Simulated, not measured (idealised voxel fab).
The process module that follows is named voxel self aligned vias.
The cross-section shown here is cut; it is 180 nm wide and divided into square cells measuring 5 nm on a side.
Reading order for cross-sections: top band down to bottom band. Underlying form: a grid of square cells. Band size: one or more rows of cells. Per band: top height and bottom height in nm, followed by the left-to-right materials and their widths in nm; "throughout" marks a single material spanning edge to edge, "blank" marks empty space. Heights are measured from 0, the level below which the as-received wafer is all one material; the lowest band has no bottom and continues downward, written as in "z 0 and below". The notation "30->40" denotes a width that varies across the rows of cells in the band, beginning at the first number in the top row, finishing at the second number in the bottom row, and changing by an identical amount from each row to the next. What does "stayed the same" mean for a step? It means no cell of the cross-section changed in that step. The label "Enclosed empty spaces" introduces a list of the empty spaces, 8 cells or larger, that have no open way up to the top; each entry in it reads width x height at distance, where the distance is taken from the left edge and all three are stated in nm. Step line, after settings: the simulator's comment on this step. "overlay nm" on a masked step: distance the mask lay right of its planned place, negative for left.

The following list gives the planned process steps:
step 1: RECEIVE | material Si
step 2: CONFORMAL_DEP | material SiO2 | thk nm 10
step 3: CONFORMAL_DEP | material SiCN | thk nm 5
step 4: DIRECTIONAL_DEP | material lowk | thk nm 25
step 5: DIRECTIONAL_DEP | material aC | thk nm 15
step 6: PATTERN | tone open | mask id LINES | material resist | width nm 30 | pitch nm 55 | thk nm 30 | overlay nm 0
step 7: DIRECTIONAL_ETCH | etch materials aC | depth nm 15
step 8: STRIP | etch materials resist
step 9: DIRECTIONAL_ETCH | etch materials lowk | depth nm 25
step 10: STRIP | etch materials aC
step 11: CONFORMAL_DEP | material TiN | thk nm 5
step 12: FILL_DEP | material Ru | thk nm 5
step 13: CMP | height nm 40
step 14: SELECTIVE_ETCH | etch materials W Ru TiN | depth nm 10
step 15: FILL_DEP | material SiN | thk nm 5
step 16: CMP | height nm 40
step 17: DIRECTIONAL_DEP | material lowk | thk nm 20
step 18: DIRECTIONAL_DEP | material aC | thk nm 10
step 19: PATTERN | tone open | mask id VIAS | material resist | width nm 40 | pitch nm 55 | thk nm 30 | overlay nm 0
step 20: DIRECTIONAL_ETCH | etch materials aC | depth nm 10
step 21: STRIP | etch materials resist
step 22: DIRECTIONAL_ETCH | etch materials lowk | depth nm 20
step 23: DIRECTIONAL_ETCH | etch materials SiN | depth nm 10
step 24: STRIP | etch materials aC
step 25: CONFORMAL_DEP | material TiN | thk nm 5
step 26: FILL_DEP | material Cu | thk nm 5
step 27: CMP | height nm 60
step 28: CONFORMAL_DEP | material SiCN | thk nm 5

The first of a set of two wafers, run to plan:

Cross-section: wafer on arrival = after step 1:
- z 0 and below: Si throughout
- Enclosed empty spaces: none

Step 2 complete: cross-section through the wafer:
- z 10 to 0: SiO2 throughout
- All layers under 0 are left as they were.

Step 3 complete: cross-section through the wafer:
- z 15 to 10: SiCN throughout
- All layers under 10 are left as they were.

Step 4 complete: cross-section through the wafer:
- z 40 to 15: lowk throughout
- All layers under 15 are left as they were.

Step 5 complete: cross-section through the wafer:
- z 55 to 40: aC throughout
- All layers under 40 are left as they were.

Step 6 complete: cross-section through the wafer:
- z 85 to 55: resist (45) / blank (30) / resist (25) / blank (30) / resist (50)
- All layers under 55 are left as they were.

Step 7 complete: cross-section through the wafer:
- z 70 to 55: resist (45) / blank (30) / resist (25) / blank (30) / resist (50)
- z 55 to 40: aC (45) / blank (30) / aC (25) / blank (30) / aC (50)
- All layers under 40 are left as they were.

Step 8 complete: cross-section through the wafer:
- z 55 to 40: aC (45) / blank (30) / aC (25) / blank (30) / aC (50)
- All layers under 40 are left as they were.

Step 9 complete: cross-section through the wafer:
- z 55 to 40: aC (45) / blank (30) / aC (25) / blank (30) / aC (50)
- z 40 to 15: lowk (45) / blank (30) / lowk (25) / blank (30) / lowk (50)
- All layers under 15 are left as they were.

Step 10 complete: cross-section through the wafer:
- z 40 to 15: lowk (45) / blank (30) / lowk (25) / blank (30) / lowk (50)
- All layers under 15 are left as they were.

Step 11 complete: cross-section through the wafer:
- z 45 to 40: TiN (50) / blank (20) / TiN (35) / blank (20) / TiN (55)
- z 40 to 20: lowk (45) / TiN (5) / blank (20) / TiN (5) / lowk (25) / TiN (5) / blank (20) / TiN (5) / lowk (50)
- z 20 to 15: lowk (45) / TiN (30) / lowk (25) / TiN (30) / lowk (50)
- All layers under 15 are left as they were.

Step 12 complete: cross-section through the wafer:
- z 50 to 45: Ru throughout
- z 45 to 40: TiN (50) / Ru (20) / TiN (35) / Ru (20) / TiN (55)
- z 40 to 20: lowk (45) / TiN (5) / Ru (20) / TiN (5) / lowk (25) / TiN (5) / Ru (20) / TiN (5) / lowk (50)
- All layers under 20 are left as they were.

Step 13 complete: cross-section through the wafer:
- z 40 to 20: lowk (45) / TiN (5) / Ru (20) / TiN (5) / lowk (25) / TiN (5) / Ru (20) / TiN (5) / lowk (50)
- All layers under 20 are left as they were.

Step 14 complete: cross-section through the wafer:
- z 40 to 30: lowk (45) / blank (30) / lowk (25) / blank (30) / lowk (50)
- All layers under 30 are left as they were.

Step 15 complete: cross-section through the wafer:
- z 45 to 40: SiN throughout
- z 40 to 30: lowk (45) / SiN (30) / lowk (25) / SiN (30) / lowk (50)
- All layers under 30 are left as they were.

Step 16 complete: cross-section through the wafer:
- z 40 to 30: lowk (45) / SiN (30) / lowk (25) / SiN (30) / lowk (50)
- All layers under 30 are left as they were.

Step 17 complete: cross-section through the wafer:
- z 60 to 40: lowk throughout
- All layers under 40 are left as they were.

Step 18 complete: cross-section through the wafer:
- z 70 to 60: aC throughout
- All layers under 60 are left as they were.

Step 19 complete: cross-section through the wafer:
- z 100 to 70: resist (40) / blank (40) / resist (15) / blank (40) / resist (45)
- All layers under 70 are left as they were.

Step 20 complete: cross-section through the wafer:
- z 90 to 70: resist (40) / blank (40) / resist (15) / blank (40) / resist (45)
- z 70 to 60: aC (40) / blank (40) / aC (15) / blank (40) / aC (45)
- All layers under 60 are left as they were.

Step 21 complete: cross-section through the wafer:
- z 70 to 60: aC (40) / blank (40) / aC (15) / blank (40) / aC (45)
- All layers under 60 are left as they were.

Step 22 complete: cross-section through the wafer:
- z 70 to 60: aC (40) / blank (40) / aC (15) / blank (40) / aC (45)
- z 60 to 40: lowk (40) / blank (40) / lowk (15) / blank (40) / lowk (45)
- All layers under 40 are left as they were.

Step 23 complete: cross-section through the wafer:
- z 70 to 60: aC (40) / blank (40) / aC (15) / blank (40) / aC (45)
- z 60 to 40: lowk (40) / blank (40) / lowk (15) / blank (40) / lowk (45)
- z 40 to 30: lowk (45) / blank (30) / lowk (25) / blank (30) / lowk (50)
- All layers under 30 are left as they were.

Step 24 complete: cross-section through the wafer:
- z 60 to 40: lowk (40) / blank (40) / lowk (15) / blank (40) / lowk (45)
- All layers under 40 are left as they were.

Step 25 complete: cross-section through the wafer:
- z 65 to 60: TiN (45) / blank (30) / TiN (25) / blank (30) / TiN (50)
- z 60 to 45: lowk (40) / TiN (5) / blank (30) / TiN (5) / lowk (15) / TiN (5) / blank (30) / TiN (5) / lowk (45)
- z 45 to 35: lowk (40->45) / TiN (10->5) / blank (20) / TiN (10->5) / lowk (15->25) / TiN (10->5) / blank (20) / TiN (10->5) / lowk (45->50)
- z 35 to 30: lowk (45) / TiN (30) / lowk (25) / TiN (30) / lowk (50)
- All layers under 30 are left as they were.

Step 26 complete: cross-section through the wafer:
- z 70 to 65: Cu throughout
- z 65 to 60: TiN (45) / Cu (30) / TiN (25) / Cu (30) / TiN (50)
- z 60 to 45: lowk (40) / TiN (5) / Cu (30) / TiN (5) / lowk (15) / TiN (5) / Cu (30) / TiN (5) / lowk (45)
- z 45 to 35: lowk (40->45) / TiN (10->5) / Cu (20) / TiN (10->5) / lowk (15->25) / TiN (10->5) / Cu (20) / TiN (10->5) / lowk (45->50)
- All layers under 35 are left as they were.

Step 27 complete: cross-section through the wafer:
- z 60 to 45: lowk (40) / TiN (5) / Cu (30) / TiN (5) / lowk (15) / TiN (5) / Cu (30) / TiN (5) / lowk (45)
- All layers under 45 are left as they were.

Step 28 complete: cross-section through the wafer:
- z 65 to 60: SiCN throughout
- All layers under 60 are left as they were.

Wafer two. Same start, same plan, one slip in execution. Same as wafer one through step 1, inclusive:

The second wafer in cross-section, at the planned close of step 2:
- z 5 to 0: SiO2 throughout
- All layers under 0 are left as they were.

The second wafer in cross-section, at the planned close of step 3:
- z 10 to 5: SiCN throughout
- All layers under 5 are left as they were.

The second wafer in cross-section, at the planned close of step 4:
- z 35 to 10: lowk throughout
- All layers under 10 are left as they were.

The second wafer in cross-section, at the planned close of step 5:
- z 50 to 35: aC throughout
- All layers under 35 are left as they were.

The second wafer in cross-section, at the planned close of step 6:
- z 80 to 50: resist (45) / blank (30) / resist (25) / blank (30) / resist (50)
- All layers under 50 are left as they were.

The second wafer in cross-section, at the planned close of step 7:
- z 65 to 50: resist (45) / blank (30) / resist (25) / blank (30) / resist (50)
- z 50 to 35: aC (45) / blank (30) / aC (25) / blank (30) / aC (50)
- All layers under 35 are left as they were.

The second wafer in cross-section, at the planned close of step 8:
- z 50 to 35: aC (45) / blank (30) / aC (25) / blank (30) / aC (50)
- All layers under 35 are left as they were.

The second wafer in cross-section, at the planned close of step 9:
- z 50 to 35: aC (45) / blank (30) / aC (25) / blank (30) / aC (50)
- z 35 to 10: lowk (45) / blank (30) / lowk (25) / blank (30) / lowk (50)
- All layers under 10 are left as they were.

The second wafer in cross-section, at the planned close of step 10:
- z 35 to 10: lowk (45) / blank (30) / lowk (25) / blank (30) / lowk (50)
- All layers under 10 are left as they were.

The second wafer in cross-section, at the planned close of step 11:
- z 40 to 35: TiN (50) / blank (20) / TiN (35) / blank (20) / TiN (55)
- z 35 to 15: lowk (45) / TiN (5) / blank (20) / TiN (5) / lowk (25) / TiN (5) / blank (20) / TiN (5) / lowk (50)
- z 15 to 10: lowk (45) / TiN (30) / lowk (25) / TiN (30) / lowk (50)
- All layers under 10 are left as they were.

The second wafer in cross-section, at the planned close of step 12:
- z 45 to 40: Ru throughout
- z 40 to 35: TiN (50) / Ru (20) / TiN (35) / Ru (20) / TiN (55)
- z 35 to 15: lowk (45) / TiN (5) / Ru (20) / TiN (5) / lowk (25) / TiN (5) / Ru (20) / TiN (5) / lowk (50)
- All layers under 15 are left as they were.

The second wafer in cross-section, at the planned close of step 13:
- z 40 to 35: TiN (50) / Ru (20) / TiN (35) / Ru (20) / TiN (55)
- All layers under 35 are left as they were.

The second wafer in cross-section, at the planned close of step 14:
- z 35 to 30: lowk (45) / blank (30) / lowk (25) / blank (30) / lowk (50)
- All layers under 30 are left as they were.

The second wafer in cross-section, at the planned close of step 15:
- z 40 to 35: SiN throughout
- z 35 to 30: lowk (45) / SiN (30) / lowk (25) / SiN (30) / lowk (50)
- All layers under 30 are left as they were.

The second wafer in cross-section, at the planned close of step 16: stayed the same

The second wafer in cross-section, at the planned close of step 17:
- z 60 to 40: lowk throughout
- All layers under 40 are left as they were.

The second wafer in cross-section, at the planned close of step 18:
- z 70 to 60: aC throughout
- All layers under 60 are left as they were.

The second wafer in cross-section, at the planned close of step 19:
- z 100 to 70: resist (40) / blank (40) / resist (15) / blank (40) / resist (45)
- All layers under 70 are left as they were.

The second wafer in cross-section, at the planned close of step 20:
- z 90 to 70: resist (40) / blank (40) / resist (15) / blank (40) / resist (45)
- z 70 to 60: aC (40) / blank (40) / aC (15) / blank (40) / aC (45)
- All layers under 60 are left as they were.

The second wafer in cross-section, at the planned close of step 21:
- z 70 to 60: aC (40) / blank (40) / aC (15) / blank (40) / aC (45)
- All layers under 60 are left as they were.

The second wafer in cross-section, at the planned close of step 22:
- z 70 to 60: aC (40) / blank (40) / aC (15) / blank (40) / aC (45)
- z 60 to 40: lowk (40) / blank (40) / lowk (15) / blank (40) / lowk (45)
- All layers under 40 are left as they were.

The second wafer in cross-section, at the planned close of step 23:
- z 70 to 60: aC (40) / blank (40) / aC (15) / blank (40) / aC (45)
- z 60 to 40: lowk (40) / blank (40) / lowk (15) / blank (40) / lowk (45)
- z 40 to 35: SiN (40) / blank (40) / SiN (15) / blank (40) / SiN (45)
- z 35 to 30: lowk (45) / blank (30) / lowk (25) / blank (30) / lowk (50)
- All layers under 30 are left as they were.

The second wafer in cross-section, at the planned close of step 24:
- z 60 to 40: lowk (40) / blank (40) / lowk (15) / blank (40) / lowk (45)
- All layers under 40 are left as they were.

The second wafer in cross-section, at the planned close of step 25:
- z 65 to 60: TiN (45) / blank (30) / TiN (25) / blank (30) / TiN (50)
- z 60 to 40: lowk (40) / TiN (5) / blank (30) / TiN (5) / lowk (15) / TiN (5) / blank (30) / TiN (5) / lowk (45)
- z 40 to 35: SiN (40) / TiN (10) / blank (20) / TiN (10) / SiN (15) / TiN (10) / blank (20) / TiN (10) / SiN (45)
- z 35 to 30: lowk (45) / TiN (30) / lowk (25) / TiN (30) / lowk (50)
- All layers under 30 are left as they were.

The second wafer in cross-section, at the planned close of step 26:
- z 70 to 65: Cu throughout
- z 65 to 60: TiN (45) / Cu (30) / TiN (25) / Cu (30) / TiN (50)
- z 60 to 40: lowk (40) / TiN (5) / Cu (30) / TiN (5) / lowk (15) / TiN (5) / Cu (30) / TiN (5) / lowk (45)
- z 40 to 35: SiN (40) / TiN (10) / Cu (20) / TiN (10) / SiN (15) / TiN (10) / Cu (20) / TiN (10) / SiN (45)
- All layers under 35 are left as they were.

The second wafer in cross-section, at the planned close of step 27:
- z 60 to 40: lowk (40) / TiN (5) / Cu (30) / TiN (5) / lowk (15) / TiN (5) / Cu (30) / TiN (5) / lowk (45)
- All layers under 40 are left as they were.

The second wafer in cross-section, at the planned close of step 28:
- z 65 to 60: SiCN throughout
- All layers under 60 are left as they were.
Diagnosis: step 2 was not run as planned; what actually ran was CONFORMAL_DEP | material SiO2 | thk nm 5
Final wafer comparison in cells, second versus first, more or fewer per material: Cu +4, Ru +8, SiN +20, SiO2 -36, TiN +4
